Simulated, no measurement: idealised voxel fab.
process module | voxel gate over fins
cross-section cut | 225 nm wide | cells 5 nm
A cross-section is a grid of square cells, given in bands from the top down. A band is one or more rows of cells.
Each band's line starts with the height of the band's top and of its bottom, in nm. Then come its materials from left to right, each with its width in nm. One material with "throughout" fills the band from edge to edge. "air" is empty space.
Height 0 is the level under which the wafer as received is all one material. The lowest band goes on downwards, as in "0 down".
A width such as "30 to 40" changes by the same amount from each row of cells to the next, from the band's top row to its bottom row.
"no change" after a step means that no cell of the cross-section changed.
closed voids: empty space of 8 cells or more with no open way to the top, each as width x height at its distance from the left edge, in nm
after a step's settings: what the simulator itself notes on the step
overlay nm, on a step with a mask: how far to the right of its planned place the mask lay; to the left if negative
plan
1 op RECEIVE | material Si
2 op CONFORMAL_DEP | material SiN | thk nm 5
3 op PATTERN | tone cover | mask id FINS | material resist | width nm 15 | pitch nm 40 | thk nm 15 | overlay nm 0
4 op DIRECTIONAL_ETCH | etch materials SiN | depth nm 5
5 op DIRECTIONAL_ETCH | etch materials Si | depth nm 40
6 op STRIP | etch materials resist
7 op OXIDIZE | depth nm 5
8 op FILL_DEP | material SiO2 | thk nm 10
9 op CMP | height nm 5
10 op SELECTIVE_ETCH | etch materials SiO2 | depth nm 15
11 op STRIP | etch materials SiN
12 op CONFORMAL_DEP | material HfO2 | thk nm 5
13 op CONFORMAL_DEP | material TiN | thk nm 5
14 op FILL_DEP | material W | thk nm 15
15 op CMP | height nm 20
16 op CONFORMAL_DEP | material SiCN | thk nm 5
as received, after step 1
  0 down: Si throughout
  closed voids: none
a wafer at the end: this start, this plan, one mistake
  25 to 20: SiCN throughout
  20 to 5: W throughout
  5 to 0: W 45 | TiN 15 | W 25 | TiN 15 | W 25 | TiN 15 | W 25 | TiN 15 | W 45
  0 to -5: W 45 | TiN 5 | Si 5 | TiN 5 | W 25 | TiN 5 | Si 5 | TiN 5 | W 25 | TiN 5 | Si 5 | TiN 5 | W 25 | TiN 5 | Si 5 | TiN 5 | W 45
  -5 to -10: TiN 50 | Si 5 | TiN 35 | Si 5 | TiN 35 | Si 5 | TiN 35 | Si 5 | TiN 50
  -10 to -45: SiO2 50 | Si 5 | SiO2 35 | Si 5 | SiO2 35 | Si 5 | SiO2 35 | Si 5 | SiO2 50
  -45 down: Si throughout
  closed voids: none
what went wrong: step 12 was left out
